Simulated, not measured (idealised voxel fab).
Process module under the name voxel capacitor over wiring
For reference, the cross-section in this document is cut, with width 230 nm and square cells of 5 nm.
Cross-section = grid of square cells, listed top down in bands; band = one or more rows.
First you get the band's top height and its bottom height, in nm, and then the materials it's made of, left to right, with each width in nm. If you see a single material with "edge to edge", that one covers the band edge to edge. "blank" is empty space.
The reference from which all heights are counted is 0, the level beneath which the as-received wafer is entirely one material; the lowest band, having no lower bound, proceeds downward and is written after the example "0 -> down".
So if you see something like "30..40" for the width, read it as the top row of the band sitting at the first number and the bottom row at the second, with every row in between moving by the same amount as the last.
Basically "no change" means that step didn't change any cell in the cross-section.
"Trapped cavities": sealed empty spaces, 8 cells or more, no open way to top, listed width x height at distance, with distance from the left edge and width, height and distance in nm.
Step line, after settings: the simulator's comment on this step.
overlay nm: on a step with a mask, how far right of its planned place the mask lay; negative means left.
The following list gives the planned process steps:
- 1: RECEIVE with material Si
- 2: CONFORMAL_DEP with material SiO2, thk nm 15
- 3: CONFORMAL_DEP with material SiCN, thk nm 5
- 4: DIRECTIONAL_DEP with material lowk, thk nm 15
- 5: PATTERN with tone open, mask id METAL_1, material resist, width nm 25, pitch nm 75, thk nm 15, overlay nm 0
- 6: DIRECTIONAL_ETCH with etch materials lowk, depth nm 15
- 7: DIRECTIONAL_ETCH with etch materials SiCN, depth nm 5
- 8: STRIP with etch materials resist
- 9: CONFORMAL_DEP with material TiN, thk nm 5
- 10: FILL_DEP with material Ru, thk nm 5
- 11: CMP with height nm 35
- 12: EPI with material Ru, thk nm 5
- 13: FILL_DEP with material SiCN, thk nm 5
- 14: DIRECTIONAL_DEP with material SiO2, thk nm 20
- 15: DIRECTIONAL_DEP with material aC, thk nm 10
- 16: PATTERN with tone open, mask id PLUG_1, material resist, width nm 15, thk nm 30, overlay nm 0
- 17: DIRECTIONAL_ETCH with etch materials aC, depth nm 10
- 18: STRIP with etch materials resist
- 19: DIRECTIONAL_ETCH with etch materials SiO2, depth nm 20
- 20: DIRECTIONAL_ETCH with etch materials SiCN, depth nm 5
- 21: STRIP with etch materials aC
- 22: CONFORMAL_DEP with material TiN, thk nm 5
- 23: FILL_DEP with material W, thk nm 10
- 24: CMP with height nm 65
- 25: DIRECTIONAL_DEP with material TiN, thk nm 5
- 26: DIRECTIONAL_DEP with material HfO2, thk nm 5
- 27: DIRECTIONAL_DEP with material TiN, thk nm 5
- 28: MASKED_ETCH with tone cover, mask id UPPER_PLATE, width nm 55, etch materials TiN, depth nm 5, overlay nm 0
- 29: MASKED_ETCH with tone cover, mask id UPPER_PLATE, width nm 55, etch materials HfO2, depth nm 5, overlay nm 0
- 30: MASKED_ETCH with tone cover, mask id LOWER_PLATE, width nm 65, etch materials TiN, depth nm 5, overlay nm 0
- 31: FILL_DEP with material SiO2, thk nm 15
- 32: CMP with height nm 90
- 33: MASKED_ETCH with tone open, mask id PLUG_2, width nm 15, etch materials SiO2, depth nm 10, overlay nm 0
- 34: CONFORMAL_DEP with material TiN, thk nm 5
- 35: FILL_DEP with material Cu, thk nm 5
- 36: CMP with height nm 90
- 37: CONFORMAL_DEP with material SiN, thk nm 5
So, the first of our two wafers, run just as we planned it:
Cross-section of the wafer as it came to us, i.e., already through step 1:
    0 -> down: Si edge to edge
    Trapped cavities: none
Cross-section of the wafer after step 2:
    15 -> 0: SiO2 edge to edge
    below 0: unchanged
Cross-section of the wafer after step 3:
    20 -> 15: SiCN edge to edge
    below 15: unchanged
Cross-section of the wafer after step 4:
    35 -> 20: lowk edge to edge
    below 20: unchanged
Cross-section of the wafer after step 5:
    50 -> 35: 65 nm resist; 25 nm blank; 50 nm resist; 25 nm blank; 65 nm resist
    below 35: unchanged
Cross-section of the wafer after step 6:
    50 -> 35: 65 nm resist; 25 nm blank; 50 nm resist; 25 nm blank; 65 nm resist
    35 -> 20: 65 nm lowk; 25 nm blank; 50 nm lowk; 25 nm blank; 65 nm lowk
    below 20: unchanged
Cross-section of the wafer after step 7:
    50 -> 35: 65 nm resist; 25 nm blank; 50 nm resist; 25 nm blank; 65 nm resist
    35 -> 20: 65 nm lowk; 25 nm blank; 50 nm lowk; 25 nm blank; 65 nm lowk
    20 -> 15: 65 nm SiCN; 25 nm blank; 50 nm SiCN; 25 nm blank; 65 nm SiCN
    below 15: unchanged
Cross-section of the wafer after step 8:
    35 -> 20: 65 nm lowk; 25 nm blank; 50 nm lowk; 25 nm blank; 65 nm lowk
    below 20: unchanged
Cross-section of the wafer after step 9:
    40 -> 35: 70 nm TiN; 15 nm blank; 60 nm TiN; 15 nm blank; 70 nm TiN
    35 -> 20: 65 nm lowk; 5 nm TiN; 15 nm blank; 5 nm TiN; 50 nm lowk; 5 nm TiN; 15 nm blank; 5 nm TiN; 65 nm lowk
    20 -> 15: 65 nm SiCN; 25 nm TiN; 50 nm SiCN; 25 nm TiN; 65 nm SiCN
    below 15: unchanged
Cross-section of the wafer after step 10:
    45 -> 40: Ru edge to edge
    40 -> 35: 70 nm TiN; 15 nm Ru; 60 nm TiN; 15 nm Ru; 70 nm TiN
    35 -> 20: 65 nm lowk; 5 nm TiN; 15 nm Ru; 5 nm TiN; 50 nm lowk; 5 nm TiN; 15 nm Ru; 5 nm TiN; 65 nm lowk
    below 20: unchanged
Cross-section of the wafer after step 11:
    35 -> 20: 65 nm lowk; 5 nm TiN; 15 nm Ru; 5 nm TiN; 50 nm lowk; 5 nm TiN; 15 nm Ru; 5 nm TiN; 65 nm lowk
    below 20: unchanged
Cross-section of the wafer after step 12:
    40 -> 35: 60 nm blank; 35 nm Ru; 40 nm blank; 35 nm Ru; 60 nm blank
    below 35: unchanged
Cross-section of the wafer after step 13:
    45 -> 40: SiCN edge to edge
    40 -> 35: 60 nm SiCN; 35 nm Ru; 40 nm SiCN; 35 nm Ru; 60 nm SiCN
    below 35: unchanged
Cross-section of the wafer after step 14:
    65 -> 45: SiO2 edge to edge
    below 45: unchanged
Cross-section of the wafer after step 15:
    75 -> 65: aC edge to edge
    below 65: unchanged
Cross-section of the wafer after step 16:
    105 -> 75: 75 nm resist; 15 nm blank; 140 nm resist
    below 75: unchanged
Cross-section of the wafer after step 17:
    95 -> 75: 75 nm resist; 15 nm blank; 140 nm resist
    75 -> 65: 75 nm aC; 15 nm blank; 140 nm aC
    below 65: unchanged
Cross-section of the wafer after step 18:
    75 -> 65: 75 nm aC; 15 nm blank; 140 nm aC
    below 65: unchanged
Cross-section of the wafer after step 19:
    75 -> 65: 75 nm aC; 15 nm blank; 140 nm aC
    65 -> 45: 75 nm SiO2; 15 nm blank; 140 nm SiO2
    below 45: unchanged
Cross-section of the wafer after step 20:
    75 -> 65: 75 nm aC; 15 nm blank; 140 nm aC
    65 -> 45: 75 nm SiO2; 15 nm blank; 140 nm SiO2
    45 -> 40: 75 nm SiCN; 15 nm blank; 140 nm SiCN
    below 40: unchanged
Cross-section of the wafer after step 21:
    65 -> 45: 75 nm SiO2; 15 nm blank; 140 nm SiO2
    below 45: unchanged
Cross-section of the wafer after step 22:
    70 -> 65: 80 nm TiN; 5 nm blank; 145 nm TiN
    65 -> 45: 75 nm SiO2; 5 nm TiN; 5 nm blank; 5 nm TiN; 140 nm SiO2
    45 -> 40: 75 nm SiCN; 15 nm TiN; 140 nm SiCN
    below 40: unchanged
Cross-section of the wafer after step 23:
    80 -> 70: W edge to edge
    70 -> 65: 80 nm TiN; 5 nm W; 145 nm TiN
    65 -> 45: 75 nm SiO2; 5 nm TiN; 5 nm W; 5 nm TiN; 140 nm SiO2
    below 45: unchanged
Cross-section of the wafer after step 24:
    65 -> 45: 75 nm SiO2; 5 nm TiN; 5 nm W; 5 nm TiN; 140 nm SiO2
    below 45: unchanged
Cross-section of the wafer after step 25:
    70 -> 65: TiN edge to edge
    below 65: unchanged
Cross-section of the wafer after step 26:
    75 -> 70: HfO2 edge to edge
    below 70: unchanged
Cross-section of the wafer after step 27:
    80 -> 75: TiN edge to edge
    below 75: unchanged
Cross-section of the wafer after step 28:
    80 -> 75: 75 nm blank; 55 nm TiN; 100 nm blank
    below 75: unchanged
Cross-section of the wafer after step 29:
    80 -> 75: 75 nm blank; 55 nm TiN; 100 nm blank
    75 -> 70: 75 nm blank; 55 nm HfO2; 100 nm blank
    below 70: unchanged
Cross-section of the wafer after step 30:
    80 -> 75: 75 nm blank; 55 nm TiN; 100 nm blank
    75 -> 70: 75 nm blank; 55 nm HfO2; 100 nm blank
    70 -> 65: 70 nm blank; 65 nm TiN; 95 nm blank
    below 65: unchanged
Cross-section of the wafer after step 31:
    95 -> 80: SiO2 edge to edge
    80 -> 75: 75 nm SiO2; 55 nm TiN; 100 nm SiO2
    75 -> 70: 75 nm SiO2; 55 nm HfO2; 100 nm SiO2
    70 -> 65: 70 nm SiO2; 65 nm TiN; 95 nm SiO2
    below 65: unchanged
Cross-section of the wafer after step 32:
    90 -> 80: SiO2 edge to edge
    below 80: unchanged
Cross-section of the wafer after step 33:
    90 -> 80: 85 nm SiO2; 15 nm blank; 130 nm SiO2
    below 80: unchanged
Cross-section of the wafer after step 34:
    95 -> 90: 90 nm TiN; 5 nm blank; 135 nm TiN
    90 -> 85: 85 nm SiO2; 5 nm TiN; 5 nm blank; 5 nm TiN; 130 nm SiO2
    85 -> 75: 85..75 nm SiO2; 15..55 nm TiN; 130..100 nm SiO2
    below 75: unchanged
Cross-section of the wafer after step 35:
    100 -> 95: Cu edge to edge
    95 -> 90: 90 nm TiN; 5 nm Cu; 135 nm TiN
    90 -> 85: 85 nm SiO2; 5 nm TiN; 5 nm Cu; 5 nm TiN; 130 nm SiO2
    below 85: unchanged
Cross-section of the wafer after step 36:
    90 -> 85: 85 nm SiO2; 5 nm TiN; 5 nm Cu; 5 nm TiN; 130 nm SiO2
    below 85: unchanged
Cross-section of the wafer after step 37:
    95 -> 90: SiN edge to edge
    below 90: unchanged
Wafer two. Same start, same plan, one slip in execution. Same as wafer one through step 4, inclusive:
Here is the second wafer in cross-section at the point where step 5 of the plan should have been done:
    50 -> 35: 65 nm resist; 30 nm blank; 45 nm resist; 30 nm blank; 60 nm resist
    below 35: unchanged
Here is the second wafer in cross-section at the point where step 6 of the plan should have been done:
    50 -> 35: 65 nm resist; 30 nm blank; 45 nm resist; 30 nm blank; 60 nm resist
    35 -> 20: 65 nm lowk; 30 nm blank; 45 nm lowk; 30 nm blank; 60 nm lowk
    below 20: unchanged
Here is the second wafer in cross-section at the point where step 7 of the plan should have been done:
    50 -> 35: 65 nm resist; 30 nm blank; 45 nm resist; 30 nm blank; 60 nm resist
    35 -> 20: 65 nm lowk; 30 nm blank; 45 nm lowk; 30 nm blank; 60 nm lowk
    20 -> 15: 65 nm SiCN; 30 nm blank; 45 nm SiCN; 30 nm blank; 60 nm SiCN
    below 15: unchanged
Here is the second wafer in cross-section at the point where step 8 of the plan should have been done:
    35 -> 20: 65 nm lowk; 30 nm blank; 45 nm lowk; 30 nm blank; 60 nm lowk
    below 20: unchanged
Here is the second wafer in cross-section at the point where step 9 of the plan should have been done:
    40 -> 35: 70 nm TiN; 20 nm blank; 55 nm TiN; 20 nm blank; 65 nm TiN
    35 -> 20: 65 nm lowk; 5 nm TiN; 20 nm blank; 5 nm TiN; 45 nm lowk; 5 nm TiN; 20 nm blank; 5 nm TiN; 60 nm lowk
    20 -> 15: 65 nm SiCN; 30 nm TiN; 45 nm SiCN; 30 nm TiN; 60 nm SiCN
    below 15: unchanged
Here is the second wafer in cross-section at the point where step 10 of the plan should have been done:
    45 -> 40: Ru edge to edge
    40 -> 35: 70 nm TiN; 20 nm Ru; 55 nm TiN; 20 nm Ru; 65 nm TiN
    35 -> 20: 65 nm lowk; 5 nm TiN; 20 nm Ru; 5 nm TiN; 45 nm lowk; 5 nm TiN; 20 nm Ru; 5 nm TiN; 60 nm lowk
    below 20: unchanged
Here is the second wafer in cross-section at the point where step 11 of the plan should have been done:
    35 -> 20: 65 nm lowk; 5 nm TiN; 20 nm Ru; 5 nm TiN; 45 nm lowk; 5 nm TiN; 20 nm Ru; 5 nm TiN; 60 nm lowk
    below 20: unchanged
Here is the second wafer in cross-section at the point where step 12 of the plan should have been done:
    40 -> 35: 60 nm blank; 40 nm Ru; 35 nm blank; 40 nm Ru; 55 nm blank
    below 35: unchanged
Here is the second wafer in cross-section at the point where step 13 of the plan should have been done:
    45 -> 40: SiCN edge to edge
    40 -> 35: 60 nm SiCN; 40 nm Ru; 35 nm SiCN; 40 nm Ru; 55 nm SiCN
    below 35: unchanged
Here is the second wafer in cross-section at the point where step 14 of the plan should have been done:
    65 -> 45: SiO2 edge to edge
    below 45: unchanged
Here is the second wafer in cross-section at the point where step 15 of the plan should have been done:
    75 -> 65: aC edge to edge
    below 65: unchanged
Here is the second wafer in cross-section at the point where step 16 of the plan should have been done:
    105 -> 75: 75 nm resist; 15 nm blank; 140 nm resist
    below 75: unchanged
Here is the second wafer in cross-section at the point where step 17 of the plan should have been done:
    95 -> 75: 75 nm resist; 15 nm blank; 140 nm resist
    75 -> 65: 75 nm aC; 15 nm blank; 140 nm aC
    below 65: unchanged
Here is the second wafer in cross-section at the point where step 18 of the plan should have been done:
    75 -> 65: 75 nm aC; 15 nm blank; 140 nm aC
    below 65: unchanged
Here is the second wafer in cross-section at the point where step 19 of the plan should have been done:
    75 -> 65: 75 nm aC; 15 nm blank; 140 nm aC
    65 -> 45: 75 nm SiO2; 15 nm blank; 140 nm SiO2
    below 45: unchanged
Here is the second wafer in cross-section at the point where step 20 of the plan should have been done:
    75 -> 65: 75 nm aC; 15 nm blank; 140 nm aC
    65 -> 45: 75 nm SiO2; 15 nm blank; 140 nm SiO2
    45 -> 40: 75 nm SiCN; 15 nm blank; 140 nm SiCN
    below 40: unchanged
Here is the second wafer in cross-section at the point where step 21 of the plan should have been done:
    65 -> 45: 75 nm SiO2; 15 nm blank; 140 nm SiO2
    below 45: unchanged
Here is the second wafer in cross-section at the point where step 22 of the plan should have been done:
    70 -> 65: 80 nm TiN; 5 nm blank; 145 nm TiN
    65 -> 45: 75 nm SiO2; 5 nm TiN; 5 nm blank; 5 nm TiN; 140 nm SiO2
    45 -> 40: 75 nm SiCN; 15 nm TiN; 140 nm SiCN
    below 40: unchanged
Here is the second wafer in cross-section at the point where step 23 of the plan should have been done:
    80 -> 70: W edge to edge
    70 -> 65: 80 nm TiN; 5 nm W; 145 nm TiN
    65 -> 45: 75 nm SiO2; 5 nm TiN; 5 nm W; 5 nm TiN; 140 nm SiO2
    below 45: unchanged
Here is the second wafer in cross-section at the point where step 24 of the plan should have been done:
    65 -> 45: 75 nm SiO2; 5 nm TiN; 5 nm W; 5 nm TiN; 140 nm SiO2
    below 45: unchanged
Here is the second wafer in cross-section at the point where step 25 of the plan should have been done:
    70 -> 65: TiN edge to edge
    below 65: unchanged
Here is the second wafer in cross-section at the point where step 26 of the plan should have been done:
    75 -> 70: HfO2 edge to edge
    below 70: unchanged
Here is the second wafer in cross-section at the point where step 27 of the plan should have been done:
    80 -> 75: TiN edge to edge
    below 75: unchanged
Here is the second wafer in cross-section at the point where step 28 of the plan should have been done:
    80 -> 75: 75 nm blank; 55 nm TiN; 100 nm blank
    below 75: unchanged
Here is the second wafer in cross-section at the point where step 29 of the plan should have been done:
    80 -> 75: 75 nm blank; 55 nm TiN; 100 nm blank
    75 -> 70: 75 nm blank; 55 nm HfO2; 100 nm blank
    below 70: unchanged
Here is the second wafer in cross-section at the point where step 30 of the plan should have been done:
    80 -> 75: 75 nm blank; 55 nm TiN; 100 nm blank
    75 -> 70: 75 nm blank; 55 nm HfO2; 100 nm blank
    70 -> 65: 70 nm blank; 65 nm TiN; 95 nm blank
    below 65: unchanged
Here is the second wafer in cross-section at the point where step 31 of the plan should have been done:
    95 -> 80: SiO2 edge to edge
    80 -> 75: 75 nm SiO2; 55 nm TiN; 100 nm SiO2
    75 -> 70: 75 nm SiO2; 55 nm HfO2; 100 nm SiO2
    70 -> 65: 70 nm SiO2; 65 nm TiN; 95 nm SiO2
    below 65: unchanged
Here is the second wafer in cross-section at the point where step 32 of the plan should have been done:
    90 -> 80: SiO2 edge to edge
    below 80: unchanged
Here is the second wafer in cross-section at the point where step 33 of the plan should have been done:
    90 -> 80: 85 nm SiO2; 15 nm blank; 130 nm SiO2
    below 80: unchanged
Here is the second wafer in cross-section at the point where step 34 of the plan should have been done:
    95 -> 90: 90 nm TiN; 5 nm blank; 135 nm TiN
    90 -> 85: 85 nm SiO2; 5 nm TiN; 5 nm blank; 5 nm TiN; 130 nm SiO2
    85 -> 75: 85..75 nm SiO2; 15..55 nm TiN; 130..100 nm SiO2
    below 75: unchanged
Here is the second wafer in cross-section at the point where step 35 of the plan should have been done:
    100 -> 95: Cu edge to edge
    95 -> 90: 90 nm TiN; 5 nm Cu; 135 nm TiN
    90 -> 85: 85 nm SiO2; 5 nm TiN; 5 nm Cu; 5 nm TiN; 130 nm SiO2
    below 85: unchanged
Here is the second wafer in cross-section at the point where step 36 of the plan should have been done:
    90 -> 85: 85 nm SiO2; 5 nm TiN; 5 nm Cu; 5 nm TiN; 130 nm SiO2
    below 85: unchanged
Here is the second wafer in cross-section at the point where step 37 of the plan should have been done:
    95 -> 90: SiN edge to edge
    below 90: unchanged
So what did we get wrong on this run? off-plan run, step 5, actual operation and settings PATTERN with tone open, mask id METAL_1, material resist, width nm 30, pitch nm 75, thk nm 15, overlay nm 0
The final cell counts differ between the wafers, with the second having more or fewer of some materials than the first: 8 more of Ru | 4 fewer of SiCN | 2 more of TiN | 6 fewer of lowk
